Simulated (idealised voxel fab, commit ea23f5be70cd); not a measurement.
Presented below is a process module, voxel capacitor over wiring.
Xsec cut, 285 nm wide, square cell size 5 nm.
Each cross-section below is a grid of square cells, stated as bands in top-down order, with one or more rows of cells making up each band.
Each band's line starts with the height of the band's top and of its bottom, in nm. Then come its materials from left to right, each with its width in nm. One material with "full width" fills the band from edge to edge. "air" is empty space.
Convention: height 0 is the level below which the wafer, as received, is all one material. The lowest band does not terminate at the bottom but continues downward, represented as "0 -> down".
Read "30 to 40" as a graded width: first number on top, second number at the bottom, same change between each pair of neighbouring rows.
When a step is marked "remains unaltered", none of the cells in the cross-section changed during that step.
Reported under the label "Completely enclosed voids" are the empty spaces having no open way to the top and comprising 8 cells or more; the notation for each is width x height at distance, in which the distance is measured from the left edge and all three values are in nm.
Whatever follows a step's settings on its line is a remark the simulator itself makes about that step.
The "overlay nm" setting may appear on a step's line; for a step that uses a mask, it gives how far to the right of its planned position the mask lay, and a negative value indicates the left.
Steps planned for the process:
1) op RECEIVE | material Si
2) op CONFORMAL_DEP | material SiO2 | thk nm 15
3) op CONFORMAL_DEP | material SiN | thk nm 5
4) op DIRECTIONAL_DEP | material SiO2 | thk nm 20
5) op MASKED_ETCH | tone open | mask id METAL_1 | width nm 25 | pitch nm 80 | etch materials SiO2 | depth nm 20 | overlay nm 0
6) op MASKED_ETCH | tone open | mask id METAL_1 | width nm 25 | pitch nm 80 | etch materials SiN | depth nm 5 | overlay nm 0
7) op CONFORMAL_DEP | material TiN | thk nm 5
8) op FILL_DEP | material W | thk nm 5
9) op CMP | height nm 40
10) op CONFORMAL_DEP | material SiCN | thk nm 5
11) op DIRECTIONAL_DEP | material SiO2 | thk nm 20
12) op PATTERN | tone open | mask id PLUG_1 | material resist | width nm 15 | thk nm 20 | overlay nm 0
13) op DIRECTIONAL_ETCH | etch materials SiO2 | depth nm 20
14) op DIRECTIONAL_ETCH | etch materials SiCN | depth nm 5
15) op STRIP | etch materials resist
16) op CONFORMAL_DEP | material TiN | thk nm 5
17) op FILL_DEP | material Ru | thk nm 10
18) op CMP | height nm 65
19) op DIRECTIONAL_DEP | material TiN | thk nm 5
20) op DIRECTIONAL_DEP | material HfO2 | thk nm 5
21) op DIRECTIONAL_DEP | material TiN | thk nm 5
22) op DIRECTIONAL_DEP | material aC | thk nm 15
23) op PATTERN | tone cover | mask id UPPER_PLATE | material resist | width nm 60 | thk nm 35 | overlay nm 0
24) op DIRECTIONAL_ETCH | etch materials aC | depth nm 15
25) op STRIP | etch materials resist
26) op DIRECTIONAL_ETCH | etch materials TiN | depth nm 5
27) op DIRECTIONAL_ETCH | etch materials HfO2 | depth nm 5
28) op STRIP | etch materials aC
29) op DIRECTIONAL_DEP | material aC | thk nm 15
30) op PATTERN | tone cover | mask id LOWER_PLATE | material resist | width nm 70 | thk nm 30 | overlay nm 0
31) op DIRECTIONAL_ETCH | etch materials aC | depth nm 15
32) op STRIP | etch materials resist
33) op DIRECTIONAL_ETCH | etch materials TiN | depth nm 5
34) op STRIP | etch materials aC
35) op FILL_DEP | material SiO2 | thk nm 20
36) op CMP | height nm 95
37) op PATTERN | tone open | mask id PLUG_2 | material resist | width nm 15 | thk nm 20 | overlay nm 0
38) op DIRECTIONAL_ETCH | etch materials SiO2 | depth nm 15
39) op STRIP | etch materials resist
40) op CONFORMAL_DEP | material TiN | thk nm 5
41) op FILL_DEP | material Cu | thk nm 10
42) op CMP | height nm 95
43) op CONFORMAL_DEP | material SiN | thk nm 5
Cross-section of the wafer at receipt, which is the condition after step 1:
> 0 -> down | Si full width
> Completely enclosed voids: none
Starting structure and process plan are as shown above, but one mistake was made in running the module; the wafer cross-section at the end of the module follows:
> 100 -> 95 | SiN full width
> 95 -> 85 | 110 SiO2 / 5 TiN / 5 Cu / 5 TiN / 160 SiO2
> 85 -> 75 | 110 to 95 SiO2 / 15 to 70 TiN / 160 to 120 SiO2
> 75 -> 70 | 95 SiO2 / 70 HfO2 / 120 SiO2
> 70 -> 65 | 95 SiO2 / 70 TiN / 120 SiO2
> 65 -> 45 | 100 SiO2 / 5 TiN / 5 Ru / 5 TiN / 170 SiO2
> 45 -> 40 | 100 SiCN / 15 TiN / 170 SiCN
> 40 -> 20 | 90 SiO2 / 5 TiN / 15 W / 5 TiN / 55 SiO2 / 5 TiN / 15 W / 5 TiN / 90 SiO2
> 20 -> 15 | 90 SiN / 25 TiN / 55 SiN / 25 TiN / 90 SiN
> 15 -> 0 | SiO2 full width
> 0 -> down | Si full width
> Completely enclosed voids: none
Misprocessing identified: step 23 was not run as planned; what actually ran was op PATTERN | tone cover | mask id UPPER_PLATE | material resist | width nm 70 | thk nm 35 | overlay nm 0
